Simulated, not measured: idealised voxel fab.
Documented hereafter: the process module known as voxel wiring stack.
Square cell edge 5 nm, section width 160 nm, ID cut.
This document writes a cross-section as a grid whose cells are square, and gives it as bands, listed from the top down; one or more rows of cells form a band.
This entry defines a band. It first specifies the height of the band's top and the height of its bottom in nm, and then specifies the band's materials from left to right, stating each material with its width in nm. The word "all across" identifies a single material that fills the band from edge to edge, while the word "empty" identifies empty space.
Below 0: as-received wafer, all one material; heights counted from there. Lowest band: no bottom, goes on down, written "from 0 down".
The notation "30..40" denotes a width that varies across the rows of cells in the band, beginning at the first number in the top row, finishing at the second number in the bottom row, and changing by an identical amount from each row to the next.
The cross-section has no changed cell in any step marked "everything unchanged".
The label "Sealed-off cavities" introduces a list of the empty spaces, 8 cells or larger, that have no open way up to the top; each entry in it reads width x height at distance, where the distance is taken from the left edge and all three are stated in nm.
What comes after the settings on a step's line is commentary from the simulator itself on that step.
The setting "overlay nm" may be written on the line of a step. When the step uses a mask, the value reports how far to the right of the planned place the mask lay, and a negative value reports that it lay to the left.

Set out below are the planned steps of the process:
- 1: RECEIVE: material Si
- 2: CONFORMAL_DEP: material SiO2, thk nm 10
- 3: DIRECTIONAL_DEP: material TiN, thk nm 5
- 4: DIRECTIONAL_DEP: material Ru, thk nm 25
- 5: MASKED_ETCH: tone cover, mask id METAL_1, width nm 25, pitch nm 50, etch materials Ru, depth nm 25, overlay nm 0
- 6: MASKED_ETCH: tone cover, mask id METAL_1, width nm 25, pitch nm 50, etch materials TiN, depth nm 5, overlay nm 0
- 7: CONFORMAL_DEP: material SiN, thk nm 5
- 8: FILL_DEP: material lowk, thk nm 5
- 9: CMP: height nm 40
- 10: CONFORMAL_DEP: material SiCN, thk nm 5
- 11: DIRECTIONAL_DEP: material SiO2, thk nm 35
- 12: DIRECTIONAL_DEP: material aC, thk nm 10
- 13: PATTERN: tone open, mask id METAL_2_HOLES, material resist, width nm 15, pitch nm 100, thk nm 30, overlay nm 0
- 14: DIRECTIONAL_ETCH: etch materials aC, depth nm 10
- 15: STRIP: etch materials resist
- 16: DIRECTIONAL_ETCH: etch materials SiO2, depth nm 35
- 17: STRIP: etch materials aC
- 18: PATTERN: tone open, mask id METAL_2, material resist, width nm 25, pitch nm 50, thk nm 15, overlay nm 0
- 19: DIRECTIONAL_ETCH: etch materials SiO2, depth nm 20
- 20: DIRECTIONAL_ETCH: etch materials SiCN, depth nm 5
- 21: STRIP: etch materials resist
- 22: CONFORMAL_DEP: material TiN, thk nm 5
- 23: FILL_DEP: material Cu, thk nm 10
- 24: CMP: height nm 80
- 25: CONFORMAL_DEP: material SiCN, thk nm 5
- 26: DIRECTIONAL_DEP: material SiO2, thk nm 30
- 27: MASKED_ETCH: tone open, mask id METAL_3, width nm 25, pitch nm 50, etch materials SiO2, depth nm 15, overlay nm 0
- 28: DIRECTIONAL_DEP: material aC, thk nm 10
- 29: PATTERN: tone open, mask id METAL_3_HOLES, material resist, width nm 15, pitch nm 100, thk nm 30, overlay nm 0
- 30: DIRECTIONAL_ETCH: etch materials aC, depth nm 10
- 31: STRIP: etch materials resist
- 32: DIRECTIONAL_ETCH: etch materials SiO2, depth nm 15
- 33: DIRECTIONAL_ETCH: etch materials SiCN, depth nm 5
- 34: STRIP: etch materials aC
- 35: CONFORMAL_DEP: material TiN, thk nm 5
- 36: FILL_DEP: material Ru, thk nm 5
- 37: CMP: height nm 115
- 38: CONFORMAL_DEP: material SiCN, thk nm 5
- 39: DIRECTIONAL_DEP: material lowk, thk nm 25
- 40: DIRECTIONAL_DEP: material aC, thk nm 15
- 41: PATTERN: tone open, mask id METAL_4_HOLES, material resist, width nm 15, pitch nm 100, thk nm 30, overlay nm 0
- 42: DIRECTIONAL_ETCH: etch materials aC, depth nm 15
- 43: STRIP: etch materials resist
- 44: DIRECTIONAL_ETCH: etch materials lowk, depth nm 25
- 45: STRIP: etch materials aC
- 46: DIRECTIONAL_DEP: material aC, thk nm 15
- 47: PATTERN: tone open, mask id METAL_4, material resist, width nm 25, pitch nm 50, thk nm 30, overlay nm 0
- 48: DIRECTIONAL_ETCH: etch materials aC, depth nm 15
- 49: STRIP: etch materials resist
- 50: DIRECTIONAL_ETCH: etch materials lowk, depth nm 15
- 51: DIRECTIONAL_ETCH: etch materials SiCN, depth nm 5
- 52: STRIP: etch materials aC
- 53: CONFORMAL_DEP: material TiN, thk nm 5
- 54: FILL_DEP: material Ru, thk nm 10
- 55: CMP: height nm 145
- 56: CONFORMAL_DEP: material SiN, thk nm 5

As-received wafer cross-section (after step 1):
  from 0 down  Si all across
  Sealed-off cavities: none

End-of-module cross-section. Starting structure and process plan as above; one mistake made in running it:
  from 150 to 145  SiN all across
  from 145 to 135  15 nm lowk, then 5 nm TiN, then 15 nm Ru, then 5 nm TiN, then 25 nm lowk, then 5 nm TiN, then 15 nm Ru, then 5 nm TiN, then 25 nm lowk, then 5 nm TiN, then 15 nm Ru, then 5 nm TiN, then 20 nm lowk
  from 135 to 130  15 nm lowk, then 5 nm TiN, then 5 nm Ru, then 15 nm TiN, then 25 nm lowk, then 25 nm TiN, then 25 nm lowk, then 5 nm TiN, then 5 nm Ru, then 15 nm TiN, then 20 nm lowk
  from 130 to 120  15 nm lowk, then 5 nm TiN, then 5 nm Ru, then 5 nm TiN, then 85 nm lowk, then 5 nm TiN, then 5 nm Ru, then 5 nm TiN, then 30 nm lowk
  from 120 to 115  15 nm SiCN, then 15 nm TiN, then 85 nm SiCN, then 15 nm TiN, then 30 nm SiCN
  from 115 to 105  15 nm SiO2, then 5 nm TiN, then 15 nm Ru, then 5 nm TiN, then 25 nm SiO2, then 5 nm TiN, then 15 nm Ru, then 5 nm TiN, then 25 nm SiO2, then 5 nm TiN, then 15 nm Ru, then 5 nm TiN, then 20 nm SiO2
  from 105 to 100  15 nm SiO2, then 15 nm TiN, then 5 nm Ru, then 5 nm TiN, then 25 nm SiO2, then 25 nm TiN, then 25 nm SiO2, then 15 nm TiN, then 5 nm Ru, then 5 nm TiN, then 20 nm SiO2
  from 100 to 85  25 nm SiO2, then 5 nm TiN, then 5 nm Ru, then 5 nm TiN, then 85 nm SiO2, then 5 nm TiN, then 5 nm Ru, then 5 nm TiN, then 20 nm SiO2
  from 85 to 80  25 nm SiCN, then 15 nm TiN, then 85 nm SiCN, then 15 nm TiN, then 20 nm SiCN
  from 80 to 65  15 nm SiO2, then 5 nm TiN, then 15 nm Cu, then 5 nm TiN, then 25 nm SiO2, then 5 nm TiN, then 15 nm Cu, then 5 nm TiN, then 25 nm SiO2, then 5 nm TiN, then 15 nm Cu, then 5 nm TiN, then 20 nm SiO2
  from 65 to 60  15 nm SiO2, then 5 nm TiN, then 5 nm Cu, then 15 nm TiN, then 25 nm SiO2, then 25 nm TiN, then 25 nm SiO2, then 5 nm TiN, then 5 nm Cu, then 15 nm TiN, then 20 nm SiO2
  from 60 to 45  15 nm SiO2, then 5 nm TiN, then 5 nm Cu, then 5 nm TiN, then 85 nm SiO2, then 5 nm TiN, then 5 nm Cu, then 5 nm TiN, then 30 nm SiO2
  from 45 to 40  15 nm SiCN, then 15 nm TiN, then 85 nm SiCN, then 15 nm TiN, then 30 nm SiCN
  from 40 to 15  10 nm lowk, then 5 nm SiN, then 25 nm Ru, then 5 nm SiN, then 15 nm lowk, then 5 nm SiN, then 25 nm Ru, then 5 nm SiN, then 15 nm lowk, then 5 nm SiN, then 25 nm Ru, then 5 nm SiN, then 15 nm lowk
  from 15 to 10  15 nm SiN, then 25 nm TiN, then 25 nm SiN, then 25 nm TiN, then 25 nm SiN, then 25 nm TiN, then 20 nm SiN
  from 10 to 0  SiO2 all across
  from 0 down  Si all across
  Sealed-off cavities: none
Plan not followed: step 29 went in with a setting other than planned; the actual run was PATTERN: tone open, mask id METAL_3_HOLES, material resist, width nm 15, pitch nm 100, thk nm 30, overlay nm 10
